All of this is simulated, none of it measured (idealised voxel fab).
The following is a process module called voxel released beams.
Square cell edge 5 nm, section width 295 nm, ID cut.
Cross-sections here: square-cell grids, written as top-down lists of bands, a band being one or more rows of cells.
Band: top and bottom heights (nm) first, top before bottom; then materials from left to right, widths in nm. "throughout" marks a sole material filling the band edge to edge. "empty" denotes empty space.
Heights are measured from 0, the level below which the as-received wafer is all one material; the lowest band has no bottom and continues downward, written as in "z 0 and below".
Width: "30..40" (first number = top row, second number = bottom row, same change from row to row of cells).
Step marked "no modifications"? Then no cell in the cross-section changed in it.
Entry "Closed void register". Content: empty spaces with no open connection to the top, size 8 cells or greater. Each: width x height at distance. Distance: from left edge. Unit: nm.
Text after the settings on a step's line: the simulator's own remark on that step.
overlay nm: mask offset rightward from planned place, masked step; negative means leftward offset.
### Listed below are the process steps as planned
1,RECEIVE with material Si
2,CONFORMAL_DEP with material SiN, thk nm 5
3,DIRECTIONAL_DEP with material SiO2, thk nm 10
4,PATTERN with tone open, mask id ANCHOR, material resist, width nm 40, thk nm 20, overlay nm 0
5,DIRECTIONAL_ETCH with etch materials SiO2, depth nm 10
6,STRIP with etch materials resist
7,CONFORMAL_DEP with material TiN, thk nm 15
8,DIRECTIONAL_DEP with material aC, thk nm 10
9,PATTERN with tone cover, mask id BEAM, material resist, width nm 120, thk nm 25, overlay nm 0
10,DIRECTIONAL_ETCH with etch materials aC, depth nm 10
11,STRIP with etch materials resist
12,DIRECTIONAL_ETCH with etch materials TiN, depth nm 15
13,STRIP with etch materials aC
14,STRIP with etch materials SiO2
### Wafer, first of two, run as planned
### Incoming wafer, cross-sectional view, post step 1
z 0 and below: Si throughout
Closed void register: none
### Wafer xsec, post step 2
z 5 to 0: SiN throughout
Note: structure below 0 unchanged.
### Wafer xsec, post step 3
z 15 to 5: SiO2 throughout
Note: structure below 5 unchanged.
### Wafer xsec, post step 4
z 35 to 15: 90 nm resist / 40 nm empty / 165 nm resist
Note: structure below 15 unchanged.
### Wafer xsec, post step 5
z 35 to 15: 90 nm resist / 40 nm empty / 165 nm resist
z 15 to 5: 90 nm SiO2 / 40 nm empty / 165 nm SiO2
Note: structure below 5 unchanged.
### Wafer xsec, post step 6
z 15 to 5: 90 nm SiO2 / 40 nm empty / 165 nm SiO2
Note: structure below 5 unchanged.
### Wafer xsec, post step 7
z 30 to 20: 105 nm TiN / 10 nm empty / 180 nm TiN
z 20 to 15: TiN throughout
z 15 to 5: 90 nm SiO2 / 40 nm TiN / 165 nm SiO2
Note: structure below 5 unchanged.
### Wafer xsec, post step 8
z 40 to 30: 105 nm aC / 10 nm empty / 180 nm aC
z 30 to 20: 105 nm TiN / 10 nm aC / 180 nm TiN
Note: structure below 20 unchanged.
### Wafer xsec, post step 9
z 65 to 40: 85 nm empty / 120 nm resist / 90 nm empty
z 40 to 30: 105 nm aC / 10 nm resist / 180 nm aC
Note: structure below 30 unchanged.
### Wafer xsec, post step 10
z 55 to 40: 85 nm empty / 120 nm resist / 90 nm empty
z 40 to 30: 85 nm empty / 20 nm aC / 10 nm resist / 90 nm aC / 90 nm empty
Note: structure below 30 unchanged.
### Wafer xsec, post step 11
z 40 to 30: 85 nm empty / 20 nm aC / 10 nm empty / 90 nm aC / 90 nm empty
Note: structure below 30 unchanged.
### Wafer xsec, post step 12
z 40 to 30: 85 nm empty / 20 nm aC / 10 nm empty / 90 nm aC / 90 nm empty
z 30 to 20: 85 nm empty / 20 nm TiN / 10 nm aC / 90 nm TiN / 90 nm empty
z 20 to 15: 85 nm empty / 120 nm TiN / 90 nm empty
Note: structure below 15 unchanged.
### Wafer xsec, post step 13
z 30 to 20: 85 nm empty / 20 nm TiN / 10 nm empty / 90 nm TiN / 90 nm empty
Note: structure below 20 unchanged.
### Wafer xsec, post step 14
z 30 to 20: 85 nm empty / 20 nm TiN / 10 nm empty / 90 nm TiN / 90 nm empty
z 20 to 15: 85 nm empty / 120 nm TiN / 90 nm empty
z 15 to 5: 90 nm empty / 40 nm TiN / 165 nm empty
Note: structure below 5 unchanged.
### Second wafer - shared start and plan with the first - one error in running - same as the first up to step 1 inclusive
### Second wafer cross-section, taken as of the time the plan sets for step 2 to be done
z 10 to 0: SiO2 throughout
Note: structure below 0 unchanged.
### Second wafer cross-section, taken as of the time the plan sets for step 3 to be done
z 15 to 10: SiN throughout
Note: structure below 10 unchanged.
### Second wafer cross-section, taken as of the time the plan sets for step 4 to be done
z 35 to 15: 90 nm resist / 40 nm empty / 165 nm resist
Note: structure below 15 unchanged.
Second wafer cross-section, taken as of the time the plan sets for step 5 to be done: no modifications
### Second wafer cross-section, taken as of the time the plan sets for step 6 to be done
z 15 to 10: SiN throughout
Note: structure below 10 unchanged.
### Second wafer cross-section, taken as of the time the plan sets for step 7 to be done
z 30 to 15: TiN throughout
Note: structure below 15 unchanged.
### Second wafer cross-section, taken as of the time the plan sets for step 8 to be done
z 40 to 30: aC throughout
Note: structure below 30 unchanged.
### Second wafer cross-section, taken as of the time the plan sets for step 9 to be done
z 65 to 40: 85 nm empty / 120 nm resist / 90 nm empty
Note: structure below 40 unchanged.
### Second wafer cross-section, taken as of the time the plan sets for step 10 to be done
z 55 to 40: 85 nm empty / 120 nm resist / 90 nm empty
z 40 to 30: 85 nm empty / 120 nm aC / 90 nm empty
Note: structure below 30 unchanged.
### Second wafer cross-section, taken as of the time the plan sets for step 11 to be done
z 40 to 30: 85 nm empty / 120 nm aC / 90 nm empty
Note: structure below 30 unchanged.
### Second wafer cross-section, taken as of the time the plan sets for step 12 to be done
z 40 to 30: 85 nm empty / 120 nm aC / 90 nm empty
z 30 to 15: 85 nm empty / 120 nm TiN / 90 nm empty
Note: structure below 15 unchanged.
### Second wafer cross-section, taken as of the time the plan sets for step 13 to be done
z 30 to 15: 85 nm empty / 120 nm TiN / 90 nm empty
Note: structure below 15 unchanged.
Second wafer cross-section, taken as of the time the plan sets for step 14 to be done: no modifications
So what did we get wrong on this run? steps 2 and 3 were swapped
The final cell counts differ between the wafers, with the second having more or fewer of some materials than the first: 118 more of SiO2 | 12 fewer of TiN
